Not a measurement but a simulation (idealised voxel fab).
The following is a process module called voxel ribs on slabs.
It is cross-section cut that appears here, measuring 205 nm in width, its square cells being 5 nm in size.
Notation: cross-section as square-cell grid; stated in bands, top first, going down; one or more cell rows per band.
Band: top height; bottom height; in nm. Then, left to right: material with width in nm, for each material. "edge to edge": a single material spanning edge to edge. "empty": empty space.
Below 0: as-received wafer, all one material; heights counted from there. Lowest band: no bottom, goes on down, written "0 nm and below".
When a width is written as two numbers, as in "30 to 40", the first number is the width in the top row of cells of the band and the second is the width in its bottom row, and the width changes by the same amount from each row to the next.
Basically "nothing changed" means that step didn't change any cell in the cross-section.
Voids not open to the top, 8 cells minimum: see "Closed cavities". Written width x height at distance; distance is from the left edge; nm.
Whatever follows a step's settings on its line is a remark the simulator itself makes about that step.
The setting "overlay nm" may be written on the line of a step. When the step uses a mask, the value reports how far to the right of the planned place the mask lay, and a negative value reports that it lay to the left.
Listed below are the process steps as planned:
| 1 | RECEIVE (material Si) |
| 2 | DIRECTIONAL_DEP (material SiO2; thk nm 25) |
| 3 | DIRECTIONAL_DEP (material SiN; thk nm 15) |
| 4 | DIRECTIONAL_DEP (material aC; thk nm 15) |
| 5 | PATTERN (tone cover; mask id RIB; material resist; width nm 20; thk nm 30; overlay nm 0) |
| 6 | DIRECTIONAL_ETCH (etch materials aC; depth nm 15) |
| 7 | STRIP (etch materials resist) |
| 8 | DIRECTIONAL_ETCH (etch materials SiN; depth nm 5) |
| 9 | STRIP (etch materials aC) |
| 10 | MASKED_ETCH (tone cover; mask id SLAB; width nm 80; etch materials SiN; depth nm 10; overlay nm 0) |
| 11 | FILL_DEP (material SiO2; thk nm 25) |
| 12 | CMP (height nm 55) |
| 13 | DIRECTIONAL_DEP (material TiN; thk nm 5) |
| 14 | PATTERN (tone cover; mask id HEATER; material resist; width nm 30; thk nm 15; overlay nm 0) |
| 15 | DIRECTIONAL_ETCH (etch materials TiN; depth nm 5) |
| 16 | STRIP (etch materials resist) |
| 17 | CONFORMAL_DEP (material SiO2; thk nm 10) |
Received-state cross-section, reflecting completion of step 1:
	0 nm and below: Si edge to edge
	Closed cavities: none
Sectioned view, first of two wafers, at the close of the module, processed as intended in the plan:
	70 nm to 65 nm: empty=75; SiO2=50; empty=80
	65 nm to 60 nm: SiO2 edge to edge
	60 nm to 55 nm: SiO2=85; TiN=30; SiO2=90
	55 nm to 40 nm: SiO2 edge to edge
	40 nm to 35 nm: SiO2=90; SiN=20; SiO2=95
	35 nm to 25 nm: SiO2=60; SiN=80; SiO2=65
	25 nm to 0 nm: SiO2 edge to edge
	0 nm and below: Si edge to edge
	Closed cavities: none
Cross-section, second wafer: same start as the first, same plan as the first, one mistake in running it; taken at the end of the module:
	70 nm to 65 nm: empty=75; SiO2=50; empty=80
	65 nm to 60 nm: SiO2 edge to edge
	60 nm to 55 nm: SiO2=85; TiN=30; SiO2=90
	55 nm to 15 nm: SiO2 edge to edge
	15 nm to 0 nm: SiN edge to edge
	0 nm and below: Si edge to edge
	Closed cavities: none
Heads up, the wafer didn't run the way we planned it: plan steps 2 and 3 run swapped
End check, counted in cells, second wafer has more or fewer of these materials than the first: SiN: 87 more; SiO2: 87 fewer
